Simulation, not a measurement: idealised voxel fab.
Documented hereafter: the process module known as voxel transistor to metal.
The cross-section shown here is cut; it is 180 nm wide and divided into square cells measuring 5 nm on a side.
Cross-section, as written here: a square-cell grid given band by band from the top down, where a band holds one or more rows of cells. Band: top and bottom heights (nm) first, top before bottom; then materials from left to right, widths in nm. "full width" marks a sole material filling the band edge to edge. "empty" denotes empty space. A quick word on heights: they are counted from 0, and under that level the wafer as it came to us is one material throughout. The lowest band is different from the rest in having no bottom; it simply continues downward, written as in "0..down". When a width is written as two numbers, as in "30 to 40", the first number is the width in the top row of cells of the band and the second is the width in its bottom row, and the width changes by the same amount from each row to the next. "remained the same", as given for a step, is the statement that not any cell of the cross-section underwent a change during that step. Closed-off voids of 8+ cells (no open route to the top) go in "Sealed void list", written width x height at distance from the left edge, in nm. What comes after the settings on a step's line is commentary from the simulator itself on that step. Steps that use a mask can have "overlay nm" on their line. It says how far the mask sat to the right of where it was meant to be. Negative means to the left.

Listed below are the process steps as planned:
1: op RECEIVE | material Si
2: op OXIDIZE | depth nm 5
3: op CONFORMAL_DEP | material SiN | thk nm 10
4: op PATTERN | tone cover | mask id ACTIVE | material resist | width nm 95 | thk nm 15 | overlay nm 0
5: op DIRECTIONAL_ETCH | etch materials SiN | depth nm 10
6: op DIRECTIONAL_ETCH | etch materials SiO2 | depth nm 5
7: op DIRECTIONAL_ETCH | etch materials Si | depth nm 25
8: op STRIP | etch materials resist
9: op OXIDIZE | depth nm 5
10: op FILL_DEP | material SiO2 | thk nm 15
11: op CMP | height nm 10
12: op SELECTIVE_ETCH | etch materials SiO2 | depth nm 5
13: op STRIP | etch materials SiN
14: op SELECTIVE_ETCH | etch materials SiO2 | depth nm 5
15: op OXIDIZE | depth nm 5
16: op DIRECTIONAL_DEP | material polySi | thk nm 20
17: op DIRECTIONAL_DEP | material SiCN | thk nm 10
18: op MASKED_ETCH | tone cover | mask id GATE | width nm 15 | etch materials SiCN | depth nm 20 | overlay nm 0
19: op MASKED_ETCH | tone cover | mask id GATE | width nm 15 | etch materials polySi | depth nm 30 | overlay nm 0
20: op CONFORMAL_DEP | material SiO2 | thk nm 5
21: op DIRECTIONAL_ETCH | etch materials SiO2 | depth nm 5
22: op CONFORMAL_DEP | material SiN | thk nm 10
23: op DIRECTIONAL_ETCH | etch materials SiN | depth nm 10
24: op DIRECTIONAL_ETCH | etch materials SiO2 | depth nm 5
25: op DIRECTIONAL_ETCH | etch materials Si | depth nm 15
26: op EPI | material nSi | thk nm 20
27: op FILL_DEP | material SiO2 | thk nm 5
28: op CMP | height nm 25
29: op DIRECTIONAL_DEP | material SiO2 | thk nm 10
30: op PATTERN | tone open | mask id CONTACT | material resist | width nm 25 | pitch nm 50 | thk nm 15 | overlay nm 0
31: op DIRECTIONAL_ETCH | etch materials SiO2 | depth nm 25
32: op STRIP | etch materials resist
33: op CONFORMAL_DEP | material TiN | thk nm 5
34: op FILL_DEP | material Ru | thk nm 5
35: op CMP | height nm 35
36: op CONFORMAL_DEP | material SiN | thk nm 5
37: op DIRECTIONAL_DEP | material lowk | thk nm 20
38: op PATTERN | tone open | mask id METAL_1 | material resist | width nm 15 | pitch nm 60 | thk nm 20 | overlay nm 0
39: op DIRECTIONAL_ETCH | etch materials lowk | depth nm 20
40: op DIRECTIONAL_ETCH | etch materials SiN | depth nm 5
41: op STRIP | etch materials resist
42: op CONFORMAL_DEP | material TiN | thk nm 5
43: op FILL_DEP | material W | thk nm 5
44: op CMP | height nm 60
45: op CONFORMAL_DEP | material SiCN | thk nm 5

First of two wafers, processed according to plan:

So this is the incoming wafer in cross-section - it's already been through step 1:
  0..down = Si full width
  Sealed void list: none

The wafer in cross-section once step 2 is complete:
  0..-5 = SiO2 full width
  All layers under -5 are left as they were.

The wafer in cross-section once step 3 is complete:
  10..0 = SiN full width
  All layers under 0 are left as they were.

The wafer in cross-section once step 4 is complete:
  25..10 = empty: 40; resist: 95; empty: 45
  All layers under 10 are left as they were.

The wafer in cross-section once step 5 is complete:
  25..10 = empty: 40; resist: 95; empty: 45
  10..0 = empty: 40; SiN: 95; empty: 45
  All layers under 0 are left as they were.

The wafer in cross-section once step 6 is complete:
  25..10 = empty: 40; resist: 95; empty: 45
  10..0 = empty: 40; SiN: 95; empty: 45
  0..-5 = empty: 40; SiO2: 95; empty: 45
  All layers under -5 are left as they were.

The wafer in cross-section once step 7 is complete:
  25..10 = empty: 40; resist: 95; empty: 45
  10..0 = empty: 40; SiN: 95; empty: 45
  0..-5 = empty: 40; SiO2: 95; empty: 45
  -5..-30 = empty: 40; Si: 95; empty: 45
  All layers under -30 are left as they were.

The wafer in cross-section once step 8 is complete:
  10..0 = empty: 40; SiN: 95; empty: 45
  All layers under 0 are left as they were.

The wafer in cross-section once step 9 is complete:
  10..0 = empty: 40; SiN: 95; empty: 45
  0..-5 = empty: 40; SiO2: 95; empty: 45
  -5..-30 = empty: 40; SiO2: 5; Si: 85; SiO2: 5; empty: 45
  -30..-35 = SiO2: 45; Si: 85; SiO2: 50
  All layers under -35 are left as they were.

The wafer in cross-section once step 10 is complete:
  25..10 = SiO2 full width
  10..0 = SiO2: 40; SiN: 95; SiO2: 45
  0..-5 = SiO2 full width
  -5..-35 = SiO2: 45; Si: 85; SiO2: 50
  All layers under -35 are left as they were.

The wafer in cross-section once step 11 is complete:
  10..0 = SiO2: 40; SiN: 95; SiO2: 45
  All layers under 0 are left as they were.

The wafer in cross-section once step 12 is complete:
  10..5 = empty: 40; SiN: 95; empty: 45
  All layers under 5 are left as they were.

The wafer in cross-section once step 13 is complete:
  5..0 = SiO2: 40; empty: 95; SiO2: 45
  All layers under 0 are left as they were.

The wafer in cross-section once step 14 is complete:
  0..-5 = SiO2: 35; empty: 105; SiO2: 40
  All layers under -5 are left as they were.

The wafer in cross-section once step 15 is complete:
  0..-5 = SiO2: 35; empty: 105; SiO2: 40
  -5..-10 = SiO2 full width
  All layers under -10 are left as they were.

The wafer in cross-section once step 16 is complete:
  20..15 = polySi: 35; empty: 105; polySi: 40
  15..0 = polySi full width
  0..-5 = SiO2: 35; polySi: 105; SiO2: 40
  All layers under -5 are left as they were.

The wafer in cross-section once step 17 is complete:
  30..25 = SiCN: 35; empty: 105; SiCN: 40
  25..20 = SiCN full width
  20..15 = polySi: 35; SiCN: 105; polySi: 40
  All layers under 15 are left as they were.

The wafer in cross-section once step 18 is complete:
  25..20 = empty: 80; SiCN: 15; empty: 85
  20..15 = polySi: 35; empty: 45; SiCN: 15; empty: 45; polySi: 40
  All layers under 15 are left as they were.

The wafer in cross-section once step 19 is complete:
  25..15 = empty: 80; SiCN: 15; empty: 85
  15..0 = empty: 80; polySi: 15; empty: 85
  0..-5 = SiO2: 35; empty: 45; polySi: 15; empty: 45; SiO2: 40
  All layers under -5 are left as they were.

The wafer in cross-section once step 20 is complete:
  30..25 = empty: 75; SiO2: 25; empty: 80
  25..15 = empty: 75; SiO2: 5; SiCN: 15; SiO2: 5; empty: 80
  15..5 = empty: 75; SiO2: 5; polySi: 15; SiO2: 5; empty: 80
  5..0 = SiO2: 40; empty: 35; SiO2: 5; polySi: 15; SiO2: 5; empty: 35; SiO2: 45
  0..-5 = SiO2: 80; polySi: 15; SiO2: 85
  All layers under -5 are left as they were.

The wafer in cross-section once step 21 is complete:
  25..15 = empty: 75; SiO2: 5; SiCN: 15; SiO2: 5; empty: 80
  15..0 = empty: 75; SiO2: 5; polySi: 15; SiO2: 5; empty: 80
  0..-5 = SiO2: 40; empty: 35; SiO2: 5; polySi: 15; SiO2: 5; empty: 35; SiO2: 45
  All layers under -5 are left as they were.

The wafer in cross-section once step 22 is complete:
  35..25 = empty: 65; SiN: 45; empty: 70
  25..15 = empty: 65; SiN: 10; SiO2: 5; SiCN: 15; SiO2: 5; SiN: 10; empty: 70
  15..10 = empty: 65; SiN: 10; SiO2: 5; polySi: 15; SiO2: 5; SiN: 10; empty: 70
  10..5 = SiN: 50; empty: 15; SiN: 10; SiO2: 5; polySi: 15; SiO2: 5; SiN: 10; empty: 15; SiN: 55
  5..0 = SiN: 75; SiO2: 5; polySi: 15; SiO2: 5; SiN: 80
  0..-5 = SiO2: 40; SiN: 35; SiO2: 5; polySi: 15; SiO2: 5; SiN: 35; SiO2: 45
  All layers under -5 are left as they were.

The wafer in cross-section once step 23 is complete:
  25..15 = empty: 65; SiN: 10; SiO2: 5; SiCN: 15; SiO2: 5; SiN: 10; empty: 70
  15..0 = empty: 65; SiN: 10; SiO2: 5; polySi: 15; SiO2: 5; SiN: 10; empty: 70
  0..-5 = SiO2: 40; SiN: 10; empty: 15; SiN: 10; SiO2: 5; polySi: 15; SiO2: 5; SiN: 10; empty: 15; SiN: 10; SiO2: 45
  All layers under -5 are left as they were.

The wafer in cross-section once step 24 is complete:
  25..20 = empty: 65; SiN: 10; empty: 5; SiCN: 15; empty: 5; SiN: 10; empty: 70
  20..15 = empty: 65; SiN: 10; SiO2: 5; SiCN: 15; SiO2: 5; SiN: 10; empty: 70
  15..0 = empty: 65; SiN: 10; SiO2: 5; polySi: 15; SiO2: 5; SiN: 10; empty: 70
  0..-5 = empty: 40; SiN: 10; empty: 15; SiN: 10; SiO2: 5; polySi: 15; SiO2: 5; SiN: 10; empty: 15; SiN: 10; empty: 45
  -5..-10 = SiO2: 50; empty: 15; SiO2: 45; empty: 15; SiO2: 55
  All layers under -10 are left as they were.

The wafer in cross-section once step 25 is complete:
  25..20 = empty: 65; SiN: 10; empty: 5; SiCN: 15; empty: 5; SiN: 10; empty: 70
  20..15 = empty: 65; SiN: 10; SiO2: 5; SiCN: 15; SiO2: 5; SiN: 10; empty: 70
  15..0 = empty: 65; SiN: 10; SiO2: 5; polySi: 15; SiO2: 5; SiN: 10; empty: 70
  0..-5 = empty: 40; SiN: 10; empty: 15; SiN: 10; SiO2: 5; polySi: 15; SiO2: 5; SiN: 10; empty: 15; SiN: 10; empty: 45
  -5..-10 = SiO2: 50; empty: 15; SiO2: 45; empty: 15; SiO2: 55
  -10..-25 = SiO2: 45; Si: 5; empty: 15; Si: 45; empty: 15; Si: 5; SiO2: 50
  All layers under -25 are left as they were.

The wafer in cross-section once step 26 is complete:
  25..20 = empty: 65; SiN: 10; empty: 5; SiCN: 15; empty: 5; SiN: 10; empty: 70
  20..15 = empty: 65; SiN: 10; SiO2: 5; SiCN: 15; SiO2: 5; SiN: 10; empty: 70
  15..10 = empty: 65; SiN: 10; SiO2: 5; polySi: 15; SiO2: 5; SiN: 10; empty: 70
  10..0 = empty: 40; nSi: 25; SiN: 10; SiO2: 5; polySi: 15; SiO2: 5; SiN: 10; nSi: 25; empty: 45
  0..-5 = empty: 40; SiN: 10; nSi: 15; SiN: 10; SiO2: 5; polySi: 15; SiO2: 5; SiN: 10; nSi: 15; SiN: 10; empty: 45
  -5..-10 = SiO2: 50; nSi: 15; SiO2: 45; nSi: 15; SiO2: 55
  -10..-25 = SiO2: 45; Si: 5; nSi: 15; Si: 45; nSi: 15; Si: 5; SiO2: 50
  All layers under -25 are left as they were.

The wafer in cross-section once step 27 is complete:
  30..25 = SiO2 full width
  25..15 = SiO2: 65; SiN: 10; SiO2: 5; SiCN: 15; SiO2: 5; SiN: 10; SiO2: 70
  15..10 = SiO2: 65; SiN: 10; SiO2: 5; polySi: 15; SiO2: 5; SiN: 10; SiO2: 70
  10..0 = SiO2: 40; nSi: 25; SiN: 10; SiO2: 5; polySi: 15; SiO2: 5; SiN: 10; nSi: 25; SiO2: 45
  0..-5 = SiO2: 40; SiN: 10; nSi: 15; SiN: 10; SiO2: 5; polySi: 15; SiO2: 5; SiN: 10; nSi: 15; SiN: 10; SiO2: 45
  All layers under -5 are left as they were.

The wafer in cross-section once step 28 is complete:
  25..15 = SiO2: 65; SiN: 10; SiO2: 5; SiCN: 15; SiO2: 5; SiN: 10; SiO2: 70
  All layers under 15 are left as they were.

The wafer in cross-section once step 29 is complete:
  35..25 = SiO2 full width
  All layers under 25 are left as they were.

The wafer in cross-section once step 30 is complete:
  50..35 = resist: 50; empty: 25; resist: 25; empty: 25; resist: 55
  All layers under 35 are left as they were.

The wafer in cross-section once step 31 is complete:
  50..35 = resist: 50; empty: 25; resist: 25; empty: 25; resist: 55
  35..25 = SiO2: 50; empty: 25; SiO2: 25; empty: 25; SiO2: 55
  25..15 = SiO2: 50; empty: 15; SiN: 10; SiO2: 5; SiCN: 15; SiO2: 5; SiN: 10; empty: 15; SiO2: 55
  15..10 = SiO2: 50; empty: 15; SiN: 10; SiO2: 5; polySi: 15; SiO2: 5; SiN: 10; empty: 15; SiO2: 55
  All layers under 10 are left as they were.

The wafer in cross-section once step 32 is complete:
  35..25 = SiO2: 50; empty: 25; SiO2: 25; empty: 25; SiO2: 55
  All layers under 25 are left as they were.

The wafer in cross-section once step 33 is complete:
  40..35 = TiN: 55; empty: 15; TiN: 35; empty: 15; TiN: 60
  35..25 = SiO2: 50; TiN: 5; empty: 15 to 5; TiN: 5 to 15; SiO2: 25; TiN: 5 to 15; empty: 15 to 5; TiN: 5; SiO2: 55
  25..15 = SiO2: 50; TiN: 5; empty: 5; TiN: 5; SiN: 10; SiO2: 5; SiCN: 15; SiO2: 5; SiN: 10; TiN: 5; empty: 5; TiN: 5; SiO2: 55
  15..10 = SiO2: 50; TiN: 15; SiN: 10; SiO2: 5; polySi: 15; SiO2: 5; SiN: 10; TiN: 15; SiO2: 55
  All layers under 10 are left as they were.

The wafer in cross-section once step 34 is complete:
  45..40 = Ru full width
  40..35 = TiN: 55; Ru: 15; TiN: 35; Ru: 15; TiN: 60
  35..25 = SiO2: 50; TiN: 5; Ru: 15 to 5; TiN: 5 to 15; SiO2: 25; TiN: 5 to 15; Ru: 15 to 5; TiN: 5; SiO2: 55
  25..15 = SiO2: 50; TiN: 5; Ru: 5; TiN: 5; SiN: 10; SiO2: 5; SiCN: 15; SiO2: 5; SiN: 10; TiN: 5; Ru: 5; TiN: 5; SiO2: 55
  All layers under 15 are left as they were.

The wafer in cross-section once step 35 is complete:
  35..25 = SiO2: 50; TiN: 5; Ru: 15 to 5; TiN: 5 to 15; SiO2: 25; TiN: 5 to 15; Ru: 15 to 5; TiN: 5; SiO2: 55
  All layers under 25 are left as they were.

The wafer in cross-section once step 36 is complete:
  40..35 = SiN full width
  All layers under 35 are left as they were.

The wafer in cross-section once step 37 is complete:
  60..40 = lowk full width
  All layers under 40 are left as they were.

The wafer in cross-section once step 38 is complete:
  80..60 = resist: 50; empty: 15; resist: 45; empty: 15; resist: 55
  All layers under 60 are left as they were.

The wafer in cross-section once step 39 is complete:
  80..60 = resist: 50; empty: 15; resist: 45; empty: 15; resist: 55
  60..40 = lowk: 50; empty: 15; lowk: 45; empty: 15; lowk: 55
  All layers under 40 are left as they were.

The wafer in cross-section once step 40 is complete:
  80..60 = resist: 50; empty: 15; resist: 45; empty: 15; resist: 55
  60..40 = lowk: 50; empty: 15; lowk: 45; empty: 15; lowk: 55
  40..35 = SiN: 50; empty: 15; SiN: 45; empty: 15; SiN: 55
  All layers under 35 are left as they were.

The wafer in cross-section once step 41 is complete:
  60..40 = lowk: 50; empty: 15; lowk: 45; empty: 15; lowk: 55
  All layers under 40 are left as they were.

The wafer in cross-section once step 42 is complete:
  65..60 = TiN: 55; empty: 5; TiN: 55; empty: 5; TiN: 60
  60..40 = lowk: 50; TiN: 5; empty: 5; TiN: 5; lowk: 45; TiN: 5; empty: 5; TiN: 5; lowk: 55
  40..35 = SiN: 50; TiN: 15; SiN: 45; TiN: 15; SiN: 55
  All layers under 35 are left as they were.

The wafer in cross-section once step 43 is complete:
  70..65 = W full width
  65..60 = TiN: 55; W: 5; TiN: 55; W: 5; TiN: 60
  60..40 = lowk: 50; TiN: 5; W: 5; TiN: 5; lowk: 45; TiN: 5; W: 5; TiN: 5; lowk: 55
  All layers under 40 are left as they were.

The wafer in cross-section once step 44 is complete:
  60..40 = lowk: 50; TiN: 5; W: 5; TiN: 5; lowk: 45; TiN: 5; W: 5; TiN: 5; lowk: 55
  All layers under 40 are left as they were.

The wafer in cross-section once step 45 is complete:
  65..60 = SiCN full width
  All layers under 60 are left as they were.

The second wafer: identical to the first at the outset and in its planned sequence, differing only in that one mistake was made during processing; up to and including step 36, its path is the first wafer's path:

Second wafer profile in section, at the moment step 37 of the plan was meant to be complete:
  60..40 = W full width
  All layers under 40 are left as they were.

Second wafer profile in section, at the moment step 38 of the plan was meant to be complete:
  80..60 = resist: 50; empty: 15; resist: 45; empty: 15; resist: 55
  All layers under 60 are left as they were.

Second wafer profile in section, at the moment step 39 of the plan was meant to be complete: remained the same

Second wafer profile in section, at the moment step 40 of the plan was meant to be complete: remained the same

Second wafer profile in section, at the moment step 41 of the plan was meant to be complete:
  60..40 = W full width
  All layers under 40 are left as they were.

Second wafer profile in section, at the moment step 42 of the plan was meant to be complete:
  65..60 = TiN full width
  All layers under 60 are left as they were.

Second wafer profile in section, at the moment step 43 of the plan was meant to be complete:
  70..65 = W full width
  All layers under 65 are left as they were.

Second wafer profile in section, at the moment step 44 of the plan was meant to be complete:
  60..40 = W full width
  All layers under 40 are left as they were.

Second wafer profile in section, at the moment step 45 of the plan was meant to be complete:
  65..60 = SiCN full width
  All layers under 60 are left as they were.
Misprocessing identified: heads up, step 37 didn't go per plan, it actually ran as op DIRECTIONAL_DEP | material W | thk nm 20
The closing comparison, in cells, has the second wafer with more or fewer of some materials than the first: SiN: 6 more | TiN: 22 fewer | W: 136 more | lowk: 120 fewer
